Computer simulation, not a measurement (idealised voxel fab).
Process module name: voxel capacitor over wiring
Section cut is 300 nm wide and gridded with 5 nm square cells.
Format of a cross-section: grid, square cells. Given as bands. Order: top down. Band: one or more rows of cells.
Per band: top height and bottom height in nm, followed by the left-to-right materials and their widths in nm; "full width" marks a single material spanning edge to edge, "empty" marks empty space.
Heights are expressed relative to 0, this being the level below which the as-received wafer comprises one material exclusively. The lowest band is unbounded in the downward direction and is denoted as in "z 0 and below".
A two-number width, for instance "30->40", indicates that the width is equal to the first number in the top row of the band and to the second number in the bottom row, and that it changes by a constant amount per row of cells.
"nothing changed" for a step: no cell of the cross-section changed in that step.
"Enclosed empty spaces" specifies each empty space that is not open to the top and that occupies no fewer than 8 cells, using the form width x height at distance, the distance measured from the left edge and all three quantities in nm.
Post-settings text on a step line: simulator's own remark regarding the step.
"overlay nm" answers the question of how far to the right of plan the mask lay on a step that has a mask, and when it is negative the answer is to the left.
**Steps in the process plan**
1. op RECEIVE | material Si
2. op CONFORMAL_DEP | material SiO2 | thk nm 15
3. op DIRECTIONAL_DEP | material TiN | thk nm 5
4. op DIRECTIONAL_DEP | material Ru | thk nm 15
5. op DIRECTIONAL_DEP | material aC | thk nm 10
6. op PATTERN | tone cover | mask id METAL_1 | material resist | width nm 25 | pitch nm 80 | thk nm 25 | overlay nm 0
7. op DIRECTIONAL_ETCH | etch materials aC | depth nm 10
8. op STRIP | etch materials resist
9. op DIRECTIONAL_ETCH | etch materials Ru | depth nm 15
10. op DIRECTIONAL_ETCH | etch materials TiN | depth nm 5
11. op STRIP | etch materials aC
12. op FILL_DEP | material SiO2 | thk nm 10
13. op CMP | height nm 35
14. op CONFORMAL_DEP | material SiCN | thk nm 5
15. op DIRECTIONAL_DEP | material SiO2 | thk nm 20
16. op MASKED_ETCH | tone open | mask id PLUG_1 | width nm 15 | etch materials SiO2 | depth nm 20 | overlay nm 0
17. op MASKED_ETCH | tone open | mask id PLUG_1 | width nm 15 | etch materials SiCN | depth nm 5 | overlay nm 0
18. op CONFORMAL_DEP | material TiN | thk nm 5
19. op FILL_DEP | material Ru | thk nm 5
20. op CMP | height nm 60
21. op DIRECTIONAL_DEP | material TiN | thk nm 10
22. op DIRECTIONAL_DEP | material Al2O3 | thk nm 5
23. op DIRECTIONAL_DEP | material TiN | thk nm 5
24. op MASKED_ETCH | tone cover | mask id UPPER_PLATE | width nm 60 | etch materials TiN | depth nm 5 | overlay nm 0
25. op MASKED_ETCH | tone cover | mask id UPPER_PLATE | width nm 60 | etch materials Al2O3 | depth nm 5 | overlay nm 0
26. op MASKED_ETCH | tone cover | mask id LOWER_PLATE | width nm 70 | etch materials TiN | depth nm 10 | overlay nm 0
27. op FILL_DEP | material SiO2 | thk nm 15
28. op CMP | height nm 90
29. op DIRECTIONAL_DEP | material aC | thk nm 15
30. op PATTERN | tone open | mask id PLUG_2 | material resist | width nm 15 | thk nm 35 | overlay nm 0
31. op DIRECTIONAL_ETCH | etch materials aC | depth nm 15
32. op STRIP | etch materials resist
33. op DIRECTIONAL_ETCH | etch materials SiO2 | depth nm 10
34. op STRIP | etch materials aC
35. op CONFORMAL_DEP | material TiN | thk nm 5
36. op FILL_DEP | material Ru | thk nm 5
37. op CMP | height nm 90
38. op CONFORMAL_DEP | material SiN | thk nm 5
**The following pertains to the first of two wafers, which was processed as planned**
**So this is the incoming wafer in cross-section - it's already been through step 1**
z 0 and below | Si full width
Enclosed empty spaces: none
**You're looking at a cross-section of the wafer after step 2**
z 15 to 0 | SiO2 full width
At heights below 0, the structure remains unaltered.
**You're looking at a cross-section of the wafer after step 3**
z 20 to 15 | TiN full width
At heights below 15, the structure remains unaltered.
**You're looking at a cross-section of the wafer after step 4**
z 35 to 20 | Ru full width
At heights below 20, the structure remains unaltered.
**You're looking at a cross-section of the wafer after step 5**
z 45 to 35 | aC full width
At heights below 35, the structure remains unaltered.
**You're looking at a cross-section of the wafer after step 6**
z 70 to 45 | empty 95 / resist 25 / empty 55 / resist 25 / empty 100
At heights below 45, the structure remains unaltered.
**You're looking at a cross-section of the wafer after step 7**
z 60 to 45 | empty 95 / resist 25 / empty 55 / resist 25 / empty 100
z 45 to 35 | empty 95 / aC 25 / empty 55 / aC 25 / empty 100
At heights below 35, the structure remains unaltered.
**You're looking at a cross-section of the wafer after step 8**
z 45 to 35 | empty 95 / aC 25 / empty 55 / aC 25 / empty 100
At heights below 35, the structure remains unaltered.
**You're looking at a cross-section of the wafer after step 9**
z 45 to 35 | empty 95 / aC 25 / empty 55 / aC 25 / empty 100
z 35 to 20 | empty 95 / Ru 25 / empty 55 / Ru 25 / empty 100
At heights below 20, the structure remains unaltered.
**You're looking at a cross-section of the wafer after step 10**
z 45 to 35 | empty 95 / aC 25 / empty 55 / aC 25 / empty 100
z 35 to 20 | empty 95 / Ru 25 / empty 55 / Ru 25 / empty 100
z 20 to 15 | empty 95 / TiN 25 / empty 55 / TiN 25 / empty 100
At heights below 15, the structure remains unaltered.
**You're looking at a cross-section of the wafer after step 11**
z 35 to 20 | empty 95 / Ru 25 / empty 55 / Ru 25 / empty 100
At heights below 20, the structure remains unaltered.
**You're looking at a cross-section of the wafer after step 12**
z 45 to 35 | SiO2 full width
z 35 to 20 | SiO2 95 / Ru 25 / SiO2 55 / Ru 25 / SiO2 100
z 20 to 15 | SiO2 95 / TiN 25 / SiO2 55 / TiN 25 / SiO2 100
At heights below 15, the structure remains unaltered.
**You're looking at a cross-section of the wafer after step 13**
z 35 to 20 | SiO2 95 / Ru 25 / SiO2 55 / Ru 25 / SiO2 100
At heights below 20, the structure remains unaltered.
**You're looking at a cross-section of the wafer after step 14**
z 40 to 35 | SiCN full width
At heights below 35, the structure remains unaltered.
**You're looking at a cross-section of the wafer after step 15**
z 60 to 40 | SiO2 full width
At heights below 40, the structure remains unaltered.
**You're looking at a cross-section of the wafer after step 16**
z 60 to 40 | SiO2 105 / empty 15 / SiO2 180
At heights below 40, the structure remains unaltered.
**You're looking at a cross-section of the wafer after step 17**
z 60 to 40 | SiO2 105 / empty 15 / SiO2 180
z 40 to 35 | SiCN 105 / empty 15 / SiCN 180
At heights below 35, the structure remains unaltered.
**You're looking at a cross-section of the wafer after step 18**
z 65 to 60 | TiN 110 / empty 5 / TiN 185
z 60 to 40 | SiO2 105 / TiN 5 / empty 5 / TiN 5 / SiO2 180
z 40 to 35 | SiCN 105 / TiN 15 / SiCN 180
At heights below 35, the structure remains unaltered.
**You're looking at a cross-section of the wafer after step 19**
z 70 to 65 | Ru full width
z 65 to 60 | TiN 110 / Ru 5 / TiN 185
z 60 to 40 | SiO2 105 / TiN 5 / Ru 5 / TiN 5 / SiO2 180
At heights below 40, the structure remains unaltered.
**You're looking at a cross-section of the wafer after step 20**
z 60 to 40 | SiO2 105 / TiN 5 / Ru 5 / TiN 5 / SiO2 180
At heights below 40, the structure remains unaltered.
**You're looking at a cross-section of the wafer after step 21**
z 70 to 60 | TiN full width
At heights below 60, the structure remains unaltered.
**You're looking at a cross-section of the wafer after step 22**
z 75 to 70 | Al2O3 full width
At heights below 70, the structure remains unaltered.
**You're looking at a cross-section of the wafer after step 23**
z 80 to 75 | TiN full width
At heights below 75, the structure remains unaltered.
**You're looking at a cross-section of the wafer after step 24**
z 80 to 75 | empty 105 / TiN 60 / empty 135
At heights below 75, the structure remains unaltered.
**You're looking at a cross-section of the wafer after step 25**
z 80 to 75 | empty 105 / TiN 60 / empty 135
z 75 to 70 | empty 105 / Al2O3 60 / empty 135
At heights below 70, the structure remains unaltered.
**You're looking at a cross-section of the wafer after step 26**
z 80 to 75 | empty 105 / TiN 60 / empty 135
z 75 to 70 | empty 105 / Al2O3 60 / empty 135
z 70 to 60 | empty 100 / TiN 70 / empty 130
At heights below 60, the structure remains unaltered.
**You're looking at a cross-section of the wafer after step 27**
z 95 to 80 | SiO2 full width
z 80 to 75 | SiO2 105 / TiN 60 / SiO2 135
z 75 to 70 | SiO2 105 / Al2O3 60 / SiO2 135
z 70 to 60 | SiO2 100 / TiN 70 / SiO2 130
At heights below 60, the structure remains unaltered.
**You're looking at a cross-section of the wafer after step 28**
z 90 to 80 | SiO2 full width
At heights below 80, the structure remains unaltered.
**You're looking at a cross-section of the wafer after step 29**
z 105 to 90 | aC full width
At heights below 90, the structure remains unaltered.
**You're looking at a cross-section of the wafer after step 30**
z 140 to 105 | resist 115 / empty 15 / resist 170
At heights below 105, the structure remains unaltered.
**You're looking at a cross-section of the wafer after step 31**
z 125 to 105 | resist 115 / empty 15 / resist 170
z 105 to 90 | aC 115 / empty 15 / aC 170
At heights below 90, the structure remains unaltered.
**You're looking at a cross-section of the wafer after step 32**
z 105 to 90 | aC 115 / empty 15 / aC 170
At heights below 90, the structure remains unaltered.
**You're looking at a cross-section of the wafer after step 33**
z 105 to 90 | aC 115 / empty 15 / aC 170
z 90 to 80 | SiO2 115 / empty 15 / SiO2 170
At heights below 80, the structure remains unaltered.
**You're looking at a cross-section of the wafer after step 34**
z 90 to 80 | SiO2 115 / empty 15 / SiO2 170
At heights below 80, the structure remains unaltered.
**You're looking at a cross-section of the wafer after step 35**
z 95 to 90 | TiN 120 / empty 5 / TiN 175
z 90 to 85 | SiO2 115 / TiN 5 / empty 5 / TiN 5 / SiO2 170
z 85 to 75 | SiO2 115->105 / TiN 15->60 / SiO2 170->135
At heights below 75, the structure remains unaltered.
**You're looking at a cross-section of the wafer after step 36**
z 100 to 95 | Ru full width
z 95 to 90 | TiN 120 / Ru 5 / TiN 175
z 90 to 85 | SiO2 115 / TiN 5 / Ru 5 / TiN 5 / SiO2 170
At heights below 85, the structure remains unaltered.
**You're looking at a cross-section of the wafer after step 37**
z 90 to 85 | SiO2 115 / TiN 5 / Ru 5 / TiN 5 / SiO2 170
At heights below 85, the structure remains unaltered.
**You're looking at a cross-section of the wafer after step 38**
z 95 to 90 | SiN full width
At heights below 90, the structure remains unaltered.
**Second wafer: same start and same plan as the first, one execution error; identical to the first through step 5**
**when step 6 should have ended**
z 70 to 45 | resist 95 / empty 25 / resist 55 / empty 25 / resist 100
At heights below 45, the structure remains unaltered.
**when step 7 should have ended**
z 60 to 45 | resist 95 / empty 25 / resist 55 / empty 25 / resist 100
z 45 to 35 | aC 95 / empty 25 / aC 55 / empty 25 / aC 100
At heights below 35, the structure remains unaltered.
**when step 8 should have ended**
z 45 to 35 | aC 95 / empty 25 / aC 55 / empty 25 / aC 100
At heights below 35, the structure remains unaltered.
**when step 9 should have ended**
z 45 to 35 | aC 95 / empty 25 / aC 55 / empty 25 / aC 100
z 35 to 20 | Ru 95 / empty 25 / Ru 55 / empty 25 / Ru 100
At heights below 20, the structure remains unaltered.
**when step 10 should have ended**
z 45 to 35 | aC 95 / empty 25 / aC 55 / empty 25 / aC 100
z 35 to 20 | Ru 95 / empty 25 / Ru 55 / empty 25 / Ru 100
z 20 to 15 | TiN 95 / empty 25 / TiN 55 / empty 25 / TiN 100
At heights below 15, the structure remains unaltered.
**when step 11 should have ended**
z 35 to 20 | Ru 95 / empty 25 / Ru 55 / empty 25 / Ru 100
At heights below 20, the structure remains unaltered.
**when step 12 should have ended**
z 45 to 35 | SiO2 full width
z 35 to 20 | Ru 95 / SiO2 25 / Ru 55 / SiO2 25 / Ru 100
z 20 to 15 | TiN 95 / SiO2 25 / TiN 55 / SiO2 25 / TiN 100
At heights below 15, the structure remains unaltered.
**when step 13 should have ended**
z 35 to 20 | Ru 95 / SiO2 25 / Ru 55 / SiO2 25 / Ru 100
At heights below 20, the structure remains unaltered.
**when step 14 should have ended**
z 40 to 35 | SiCN full width
At heights below 35, the structure remains unaltered.
**when step 15 should have ended**
z 60 to 40 | SiO2 full width
At heights below 40, the structure remains unaltered.
**when step 16 should have ended**
z 60 to 40 | SiO2 105 / empty 15 / SiO2 180
At heights below 40, the structure remains unaltered.
**when step 17 should have ended**
z 60 to 40 | SiO2 105 / empty 15 / SiO2 180
z 40 to 35 | SiCN 105 / empty 15 / SiCN 180
At heights below 35, the structure remains unaltered.
**when step 18 should have ended**
z 65 to 60 | TiN 110 / empty 5 / TiN 185
z 60 to 40 | SiO2 105 / TiN 5 / empty 5 / TiN 5 / SiO2 180
z 40 to 35 | SiCN 105 / TiN 15 / SiCN 180
At heights below 35, the structure remains unaltered.
**when step 19 should have ended**
z 70 to 65 | Ru full width
z 65 to 60 | TiN 110 / Ru 5 / TiN 185
z 60 to 40 | SiO2 105 / TiN 5 / Ru 5 / TiN 5 / SiO2 180
At heights below 40, the structure remains unaltered.
**when step 20 should have ended**
z 60 to 40 | SiO2 105 / TiN 5 / Ru 5 / TiN 5 / SiO2 180
At heights below 40, the structure remains unaltered.
**when step 21 should have ended**
z 70 to 60 | TiN full width
At heights below 60, the structure remains unaltered.
**when step 22 should have ended**
z 75 to 70 | Al2O3 full width
At heights below 70, the structure remains unaltered.
**when step 23 should have ended**
z 80 to 75 | TiN full width
At heights below 75, the structure remains unaltered.
**when step 24 should have ended**
z 80 to 75 | empty 105 / TiN 60 / empty 135
At heights below 75, the structure remains unaltered.
**when step 25 should have ended**
z 80 to 75 | empty 105 / TiN 60 / empty 135
z 75 to 70 | empty 105 / Al2O3 60 / empty 135
At heights below 70, the structure remains unaltered.
**when step 26 should have ended**
z 80 to 75 | empty 105 / TiN 60 / empty 135
z 75 to 70 | empty 105 / Al2O3 60 / empty 135
z 70 to 60 | empty 100 / TiN 70 / empty 130
At heights below 60, the structure remains unaltered.
**when step 27 should have ended**
z 95 to 80 | SiO2 full width
z 80 to 75 | SiO2 105 / TiN 60 / SiO2 135
z 75 to 70 | SiO2 105 / Al2O3 60 / SiO2 135
z 70 to 60 | SiO2 100 / TiN 70 / SiO2 130
At heights below 60, the structure remains unaltered.
**when step 28 should have ended**
z 90 to 80 | SiO2 full width
At heights below 80, the structure remains unaltered.
**when step 29 should have ended**
z 105 to 90 | aC full width
At heights below 90, the structure remains unaltered.
**when step 30 should have ended**
z 140 to 105 | resist 115 / empty 15 / resist 170
At heights below 105, the structure remains unaltered.
**when step 31 should have ended**
z 125 to 105 | resist 115 / empty 15 / resist 170
z 105 to 90 | aC 115 / empty 15 / aC 170
At heights below 90, the structure remains unaltered.
**when step 32 should have ended**
z 105 to 90 | aC 115 / empty 15 / aC 170
At heights below 90, the structure remains unaltered.
**when step 33 should have ended**
z 105 to 90 | aC 115 / empty 15 / aC 170
z 90 to 80 | SiO2 115 / empty 15 / SiO2 170
At heights below 80, the structure remains unaltered.
**when step 34 should have ended**
z 90 to 80 | SiO2 115 / empty 15 / SiO2 170
At heights below 80, the structure remains unaltered.
**when step 35 should have ended**
z 95 to 90 | TiN 120 / empty 5 / TiN 175
z 90 to 85 | SiO2 115 / TiN 5 / empty 5 / TiN 5 / SiO2 170
z 85 to 75 | SiO2 115->105 / TiN 15->60 / SiO2 170->135
At heights below 75, the structure remains unaltered.
**when step 36 should have ended**
z 100 to 95 | Ru full width
z 95 to 90 | TiN 120 / Ru 5 / TiN 175
z 90 to 85 | SiO2 115 / TiN 5 / Ru 5 / TiN 5 / SiO2 170
At heights below 85, the structure remains unaltered.
**when step 37 should have ended**
z 90 to 85 | SiO2 115 / TiN 5 / Ru 5 / TiN 5 / SiO2 170
At heights below 85, the structure remains unaltered.
**when step 38 should have ended**
z 95 to 90 | SiN full width
At heights below 90, the structure remains unaltered.
Here's what went sideways: step 6 went in with a setting other than planned; the actual run was op PATTERN | tone open | mask id METAL_1 | material resist | width nm 25 | pitch nm 80 | thk nm 25 | overlay nm 0
In the final state, the cell counts of the second wafer exceed or fall short of those of the first for the following materials: +120 Ru | -160 SiO2 | +40 TiN
